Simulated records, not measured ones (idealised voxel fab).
process module | voxel double patterning
cross-section cut | 195 nm wide | cells 5 nm
A cross-section is a grid of square cells, given in bands from the top down. A band is one or more rows of cells.
Each band's line starts with the height of the band's top and of its bottom, in nm. Then come its materials from left to right, each with its width in nm. One material with "throughout" fills the band from edge to edge. "air" is empty space.
Height 0 is the level under which the wafer as received is all one material. The lowest band goes on downwards, as in "0 down".
A width such as "30 to 40" changes by the same amount from each row of cells to the next, from the band's top row to its bottom row.
"no change" after a step means that no cell of the cross-section changed.
closed voids: empty space of 8 cells or more with no open way to the top, each as width x height at its distance from the left edge, in nm
after a step's settings: what the simulator itself notes on the step
overlay nm, on a step with a mask: how far to the right of its planned place the mask lay; to the left if negative
plan
1 op RECEIVE | material Si
2 op CONFORMAL_DEP | material SiO2 | thk nm 5
3 op DIRECTIONAL_DEP | material polySi | thk nm 10
4 op DIRECTIONAL_DEP | material SiCN | thk nm 10
5 op MASKED_ETCH | tone open | mask id FIRST | width nm 15 | pitch nm 50 | etch materials SiCN | depth nm 10 | overlay nm 0
6 op PATTERN | tone open | mask id SECOND | material resist | width nm 15 | thk nm 15 | overlay nm 0
7 op DIRECTIONAL_ETCH | etch materials SiCN | depth nm 10
8 op STRIP | etch materials resist
9 op DIRECTIONAL_ETCH | etch materials polySi | depth nm 10
10 op STRIP | etch materials SiCN
first wafer, as planned
as received, after step 1
  0 down: Si throughout
  closed voids: none
after step 2
  5 to 0: SiO2 throughout
  below 0: unchanged
after step 3
  15 to 5: polySi throughout
  below 5: unchanged
after step 4
  25 to 15: SiCN throughout
  below 15: unchanged
after step 5
  25 to 15: SiCN 65 | air 15 | SiCN 35 | air 15 | SiCN 65
  below 15: unchanged
after step 6
  40 to 25: resist 90 | air 15 | resist 90
  25 to 15: SiCN 65 | resist 15 | SiCN 35 | resist 15 | SiCN 65
  below 15: unchanged
after step 7
  40 to 25: resist 90 | air 15 | resist 90
  25 to 15: SiCN 65 | resist 15 | SiCN 10 | air 15 | SiCN 10 | resist 15 | SiCN 65
  below 15: unchanged
after step 8
  25 to 15: SiCN 65 | air 15 | SiCN 10 | air 15 | SiCN 10 | air 15 | SiCN 65
  below 15: unchanged
after step 9
  25 to 15: SiCN 65 | air 15 | SiCN 10 | air 15 | SiCN 10 | air 15 | SiCN 65
  15 to 5: polySi 65 | air 15 | polySi 10 | air 15 | polySi 10 | air 15 | polySi 65
  below 5: unchanged
after step 10
  15 to 5: polySi 65 | air 15 | polySi 10 | air 15 | polySi 10 | air 15 | polySi 65
  below 5: unchanged
second wafer: like start, like plan, one mistake. Through step 4 it matches the first wafer
when step 5 should have ended
  25 to 15: SiCN 65 | air 15 | SiCN 35 | air 15 | SiCN 65
  below 15: unchanged
when step 6 should have ended
  40 to 25: resist 90 | air 15 | resist 90
  25 to 15: SiCN 65 | resist 15 | SiCN 35 | resist 15 | SiCN 65
  below 15: unchanged
when step 7 should have ended
  40 to 25: resist 90 | air 15 | resist 90
  25 to 15: SiCN 65 | resist 15 | SiCN 10 | air 15 | SiCN 10 | resist 15 | SiCN 65
  below 15: unchanged
when step 8 should have ended
  25 to 15: SiCN 65 | air 15 | SiCN 10 | air 15 | SiCN 10 | air 15 | SiCN 65
  below 15: unchanged
when step 9 should have ended
  25 to 15: SiCN 65 | air 15 | SiCN 10 | air 15 | SiCN 10 | air 15 | SiCN 65
  15 to 5: polySi 65 | air 15 | polySi 10 | air 15 | polySi 10 | air 15 | polySi 65
  below 5: unchanged
when step 10 should have ended
  15 to 5: polySi 65 | air 15 | polySi 10 | air 15 | polySi 10 | air 15 | polySi 65
  below 5: unchanged
what went wrong: step 5 was run twice
at the end the two cross-sections are the same: no effect in what this model computes
